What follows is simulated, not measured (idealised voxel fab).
process module | voxel self aligned contacts
cross-section cut | 250 nm wide | cells 5 nm
A cross-section is a grid of square cells, given in bands from the top down. A band is one or more rows of cells.
Each band's line starts with the height of the band's top and of its bottom, in nm. Then come its materials from left to right, each with its width in nm. One material with "throughout" fills the band from edge to edge. "air" is empty space.
Height 0 is the level under which the wafer as received is all one material. The lowest band goes on downwards, as in "0 down".
A width such as "30 to 40" changes by the same amount from each row of cells to the next, from the band's top row to its bottom row.
"no change" after a step means that no cell of the cross-section changed.
closed voids: empty space of 8 cells or more with no open way to the top, each as width x height at its distance from the left edge, in nm
after a step's settings: what the simulator itself notes on the step
overlay nm, on a step with a mask: how far to the right of its planned place the mask lay; to the left if negative
plan
1 op RECEIVE | material Si
2 op OXIDIZE | depth nm 5
3 op DIRECTIONAL_DEP | material polySi | thk nm 25
4 op DIRECTIONAL_DEP | material SiN | thk nm 25
5 op DIRECTIONAL_DEP | material aC | thk nm 15
6 op PATTERN | tone cover | mask id GATE | material resist | width nm 35 | pitch nm 75 | thk nm 35 | overlay nm 0
7 op DIRECTIONAL_ETCH | etch materials aC | depth nm 15
8 op STRIP | etch materials resist
9 op DIRECTIONAL_ETCH | etch materials SiN | depth nm 25
10 op DIRECTIONAL_ETCH | etch materials polySi | depth nm 25
11 op STRIP | etch materials aC
12 op CONFORMAL_DEP | material SiN | thk nm 10
13 op DIRECTIONAL_ETCH | etch materials SiN | depth nm 10
14 op FILL_DEP | material SiO2 | thk nm 15
15 op CMP | height nm 55
16 op MASKED_ETCH | tone open | mask id CONTACT | width nm 60 | etch materials SiO2 | depth nm 60 | overlay nm 0
17 op CONFORMAL_DEP | material TiN | thk nm 5
18 op FILL_DEP | material Ru | thk nm 5
19 op CMP | height nm 55
20 op CONFORMAL_DEP | material SiN | thk nm 5
first wafer, as planned
as received, after step 1
  0 down: Si throughout
  closed voids: none
after step 2
  0 to -5: SiO2 throughout
  below -5: unchanged
after step 3
  25 to 0: polySi throughout
  below 0: unchanged
after step 4
  50 to 25: SiN throughout
  below 25: unchanged
after step 5
  65 to 50: aC throughout
  below 50: unchanged
after step 6
  100 to 65: air 70 | resist 35 | air 40 | resist 35 | air 70
  below 65: unchanged
after step 7
  85 to 65: air 70 | resist 35 | air 40 | resist 35 | air 70
  65 to 50: air 70 | aC 35 | air 40 | aC 35 | air 70
  below 50: unchanged
after step 8
  65 to 50: air 70 | aC 35 | air 40 | aC 35 | air 70
  below 50: unchanged
after step 9
  65 to 50: air 70 | aC 35 | air 40 | aC 35 | air 70
  50 to 25: air 70 | SiN 35 | air 40 | SiN 35 | air 70
  below 25: unchanged
after step 10
  65 to 50: air 70 | aC 35 | air 40 | aC 35 | air 70
  50 to 25: air 70 | SiN 35 | air 40 | SiN 35 | air 70
  25 to 0: air 70 | polySi 35 | air 40 | polySi 35 | air 70
  below 0: unchanged
after step 11
  50 to 25: air 70 | SiN 35 | air 40 | SiN 35 | air 70
  below 25: unchanged
after step 12
  60 to 25: air 60 | SiN 55 | air 20 | SiN 55 | air 60
  25 to 10: air 60 | SiN 10 | polySi 35 | SiN 10 | air 20 | SiN 10 | polySi 35 | SiN 10 | air 60
  10 to 0: SiN 70 | polySi 35 | SiN 40 | polySi 35 | SiN 70
  below 0: unchanged
after step 13
  50 to 25: air 60 | SiN 55 | air 20 | SiN 55 | air 60
  25 to 0: air 60 | SiN 10 | polySi 35 | SiN 10 | air 20 | SiN 10 | polySi 35 | SiN 10 | air 60
  below 0: unchanged
after step 14
  65 to 50: SiO2 throughout
  50 to 25: SiO2 60 | SiN 55 | SiO2 20 | SiN 55 | SiO2 60
  25 to 0: SiO2 60 | SiN 10 | polySi 35 | SiN 10 | SiO2 20 | SiN 10 | polySi 35 | SiN 10 | SiO2 60
  below 0: unchanged
after step 15
  55 to 50: SiO2 throughout
  below 50: unchanged
after step 16
  55 to 50: SiO2 95 | air 60 | SiO2 95
  50 to 25: SiO2 60 | SiN 55 | air 20 | SiN 55 | SiO2 60
  25 to 0: SiO2 60 | SiN 10 | polySi 35 | SiN 10 | air 20 | SiN 10 | polySi 35 | SiN 10 | SiO2 60
  0 to -5: SiO2 115 | air 20 | SiO2 115
  below -5: unchanged
after step 17
  60 to 55: TiN 100 | air 50 | TiN 100
  55 to 50: SiO2 95 | TiN 25 | air 10 | TiN 25 | SiO2 95
  50 to 25: SiO2 60 | SiN 55 | TiN 5 | air 10 | TiN 5 | SiN 55 | SiO2 60
  25 to 0: SiO2 60 | SiN 10 | polySi 35 | SiN 10 | TiN 5 | air 10 | TiN 5 | SiN 10 | polySi 35 | SiN 10 | SiO2 60
  0 to -5: SiO2 115 | TiN 20 | SiO2 115
  below -5: unchanged
after step 18
  65 to 60: Ru throughout
  60 to 55: TiN 100 | Ru 50 | TiN 100
  55 to 50: SiO2 95 | TiN 25 | Ru 10 | TiN 25 | SiO2 95
  50 to 25: SiO2 60 | SiN 55 | TiN 5 | Ru 10 | TiN 5 | SiN 55 | SiO2 60
  25 to 0: SiO2 60 | SiN 10 | polySi 35 | SiN 10 | TiN 5 | Ru 10 | TiN 5 | SiN 10 | polySi 35 | SiN 10 | SiO2 60
  below 0: unchanged
after step 19
  55 to 50: SiO2 95 | TiN 25 | Ru 10 | TiN 25 | SiO2 95
  below 50: unchanged
after step 20
  60 to 55: SiN throughout
  below 55: unchanged
second wafer: like start, like plan, one mistake. Through step 5 it matches the first wafer
when step 6 should have ended
  100 to 65: air 75 | resist 25 | air 50 | resist 25 | air 75
  below 65: unchanged
when step 7 should have ended
  85 to 65: air 75 | resist 25 | air 50 | resist 25 | air 75
  65 to 50: air 75 | aC 25 | air 50 | aC 25 | air 75
  below 50: unchanged
when step 8 should have ended
  65 to 50: air 75 | aC 25 | air 50 | aC 25 | air 75
  below 50: unchanged
when step 9 should have ended
  65 to 50: air 75 | aC 25 | air 50 | aC 25 | air 75
  50 to 25: air 75 | SiN 25 | air 50 | SiN 25 | air 75
  below 25: unchanged
when step 10 should have ended
  65 to 50: air 75 | aC 25 | air 50 | aC 25 | air 75
  50 to 25: air 75 | SiN 25 | air 50 | SiN 25 | air 75
  25 to 0: air 75 | polySi 25 | air 50 | polySi 25 | air 75
  below 0: unchanged
when step 11 should have ended
  50 to 25: air 75 | SiN 25 | air 50 | SiN 25 | air 75
  below 25: unchanged
when step 12 should have ended
  60 to 25: air 65 | SiN 45 | air 30 | SiN 45 | air 65
  25 to 10: air 65 | SiN 10 | polySi 25 | SiN 10 | air 30 | SiN 10 | polySi 25 | SiN 10 | air 65
  10 to 0: SiN 75 | polySi 25 | SiN 50 | polySi 25 | SiN 75
  below 0: unchanged
when step 13 should have ended
  50 to 25: air 65 | SiN 45 | air 30 | SiN 45 | air 65
  25 to 0: air 65 | SiN 10 | polySi 25 | SiN 10 | air 30 | SiN 10 | polySi 25 | SiN 10 | air 65
  below 0: unchanged
when step 14 should have ended
  65 to 50: SiO2 throughout
  50 to 25: SiO2 65 | SiN 45 | SiO2 30 | SiN 45 | SiO2 65
  25 to 0: SiO2 65 | SiN 10 | polySi 25 | SiN 10 | SiO2 30 | SiN 10 | polySi 25 | SiN 10 | SiO2 65
  below 0: unchanged
when step 15 should have ended
  55 to 50: SiO2 throughout
  below 50: unchanged
when step 16 should have ended
  55 to 50: SiO2 95 | air 60 | SiO2 95
  50 to 25: SiO2 65 | SiN 45 | air 30 | SiN 45 | SiO2 65
  25 to 0: SiO2 65 | SiN 10 | polySi 25 | SiN 10 | air 30 | SiN 10 | polySi 25 | SiN 10 | SiO2 65
  0 to -5: SiO2 110 | air 30 | SiO2 110
  below -5: unchanged
when step 17 should have ended
  60 to 55: TiN 100 | air 50 | TiN 100
  55 to 50: SiO2 95 | TiN 20 | air 20 | TiN 20 | SiO2 95
  50 to 25: SiO2 65 | SiN 45 | TiN 5 | air 20 | TiN 5 | SiN 45 | SiO2 65
  25 to 0: SiO2 65 | SiN 10 | polySi 25 | SiN 10 | TiN 5 | air 20 | TiN 5 | SiN 10 | polySi 25 | SiN 10 | SiO2 65
  0 to -5: SiO2 110 | TiN 30 | SiO2 110
  below -5: unchanged
when step 18 should have ended
  65 to 60: Ru throughout
  60 to 55: TiN 100 | Ru 50 | TiN 100
  55 to 50: SiO2 95 | TiN 20 | Ru 20 | TiN 20 | SiO2 95
  50 to 25: SiO2 65 | SiN 45 | TiN 5 | Ru 20 | TiN 5 | SiN 45 | SiO2 65
  25 to 0: SiO2 65 | SiN 10 | polySi 25 | SiN 10 | TiN 5 | Ru 20 | TiN 5 | SiN 10 | polySi 25 | SiN 10 | SiO2 65
  below 0: unchanged
when step 19 should have ended
  55 to 50: SiO2 95 | TiN 20 | Ru 20 | TiN 20 | SiO2 95
  below 50: unchanged
when step 20 should have ended
  60 to 55: SiN throughout
  below 55: unchanged
what went wrong: step 6 ran as: op PATTERN | tone cover | mask id GATE | material resist | width nm 25 | pitch nm 75 | thk nm 35 | overlay nm 0
at the end the second wafer has, in cells: 22 more of Ru | 20 fewer of SiN | 18 more of SiO2 | 20 fewer of polySi
